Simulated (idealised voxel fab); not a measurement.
This section sets out a process module, namely voxel ribs on slabs.
The cross-section on display is named cut; it measures 280 nm wide, and its cells are 5 nm squares.
Bands, listed from the top down, are how a cross-section gets written in this document; the cross-section itself is a grid of square cells, and a band is one or more rows of them.
For a band, the entry starts with two heights in nm, that of the top and then that of the bottom, and carries on with the band's materials in order from left to right, each alongside its width in nm; the word "full width" beside a single material means it fills the band edge to edge, and "blank" means empty space.
Height datum 0, below which the as-received substrate wafer is one material. Lowest band open at the bottom, running downward: "0 and below".
Think of "30->40" as a width that walks from the first number to the second as you go down the band, top row to bottom row, taking equal-sized steps from row to row.
"remains unaltered", as given for a step, is the statement that not any cell of the cross-section underwent a change during that step.
"Closed void listing" enumerates empty spaces isolated from the top, with no open way to it, that contain at least 8 cells, giving each as width x height at distance from the left edge, all three in nm.
On each step's line, the part that comes after the settings is the simulator's own comment on the step.
"overlay nm", when on a step's line for a step with a mask, measures how far to the right of its planned place the mask lay; a negative measure means to the left.

-- These are the steps we planned for the process
- 1: RECEIVE [material Si]
- 2: DIRECTIONAL_DEP [material SiO2] [thk nm 30]
- 3: DIRECTIONAL_DEP [material polySi] [thk nm 20]
- 4: DIRECTIONAL_DEP [material aC] [thk nm 15]
- 5: PATTERN [tone cover] [mask id RIB] [material resist] [width nm 30] [thk nm 30] [overlay nm 0]
- 6: DIRECTIONAL_ETCH [etch materials aC] [depth nm 15]
- 7: STRIP [etch materials resist]
- 8: DIRECTIONAL_ETCH [etch materials polySi] [depth nm 15]
- 9: STRIP [etch materials aC]
- 10: DIRECTIONAL_DEP [material aC] [thk nm 15]
- 11: PATTERN [tone cover] [mask id SLAB] [material resist] [width nm 70] [thk nm 30] [overlay nm -15]
- 12: DIRECTIONAL_ETCH [etch materials aC] [depth nm 15]
- 13: STRIP [etch materials resist]
- 14: DIRECTIONAL_ETCH [etch materials polySi] [depth nm 5]
- 15: STRIP [etch materials aC]
- 16: FILL_DEP [material SiO2] [thk nm 30]
- 17: CMP [height nm 70]
- 18: DIRECTIONAL_DEP [material TiN] [thk nm 10]
- 19: DIRECTIONAL_DEP [material aC] [thk nm 15]
- 20: PATTERN [tone cover] [mask id HEATER] [material resist] [width nm 40] [thk nm 35] [overlay nm 0]
- 21: DIRECTIONAL_ETCH [etch materials aC] [depth nm 15]
- 22: STRIP [etch materials resist]
- 23: DIRECTIONAL_ETCH [etch materials TiN] [depth nm 10]
- 24: STRIP [etch materials aC]
- 25: CONFORMAL_DEP [material SiO2] [thk nm 5]
Where the wafers of this document differ is in the overlay nm of step 11; they start out the same, and the plan states the value that applied to the first wafer.

-- The first of several wafers in cross-section, exactly as it reached us after step 1
    0 and below  Si full width
    Closed void listing: none

-- Cross-section of the first of several wafers once the module has run through its last step, step 25
    85 down to 80  blank 115 nm, SiO2 50 nm, blank 115 nm
    80 down to 75  blank 115 nm, SiO2 5 nm, TiN 40 nm, SiO2 5 nm, blank 115 nm
    75 down to 70  SiO2 120 nm, TiN 40 nm, SiO2 120 nm
    70 down to 50  SiO2 full width
    50 down to 35  SiO2 125 nm, polySi 30 nm, SiO2 125 nm
    35 down to 30  SiO2 90 nm, polySi 70 nm, SiO2 120 nm
    30 down to 0  SiO2 full width
    0 and below  Si full width
    Closed void listing: none

-- Last wafer, end of module, cross-section
    85 down to 80  blank 115 nm, SiO2 50 nm, blank 115 nm
    80 down to 75  blank 115 nm, SiO2 5 nm, TiN 40 nm, SiO2 5 nm, blank 115 nm
    75 down to 70  SiO2 120 nm, TiN 40 nm, SiO2 120 nm
    70 down to 50  SiO2 full width
    50 down to 35  SiO2 125 nm, polySi 30 nm, SiO2 125 nm
    35 down to 30  SiO2 120 nm, polySi 70 nm, SiO2 90 nm
    30 down to 0  SiO2 full width
    0 and below  Si full width
    Closed void listing: none

-- The following table contains a row per wafer, in which are reported, at the conclusion of the module, the cells of each material gained (+) or lost (-) since the wafer's receipt, with its closed voids given thereafter
overlay nm -15; +812 SiO2; +16 TiN; +32 polySi; Closed void listing: none
overlay nm -10; +812 SiO2; +16 TiN; +32 polySi; Closed void listing: none
overlay nm -5; +812 SiO2; +16 TiN; +32 polySi; Closed void listing: none
overlay nm 0; +812 SiO2; +16 TiN; +32 polySi; Closed void listing: none
overlay nm 5; +812 SiO2; +16 TiN; +32 polySi; Closed void listing: none
overlay nm 10; +812 SiO2; +16 TiN; +32 polySi; Closed void listing: none
overlay nm 15; +812 SiO2; +16 TiN; +32 polySi; Closed void listing: none
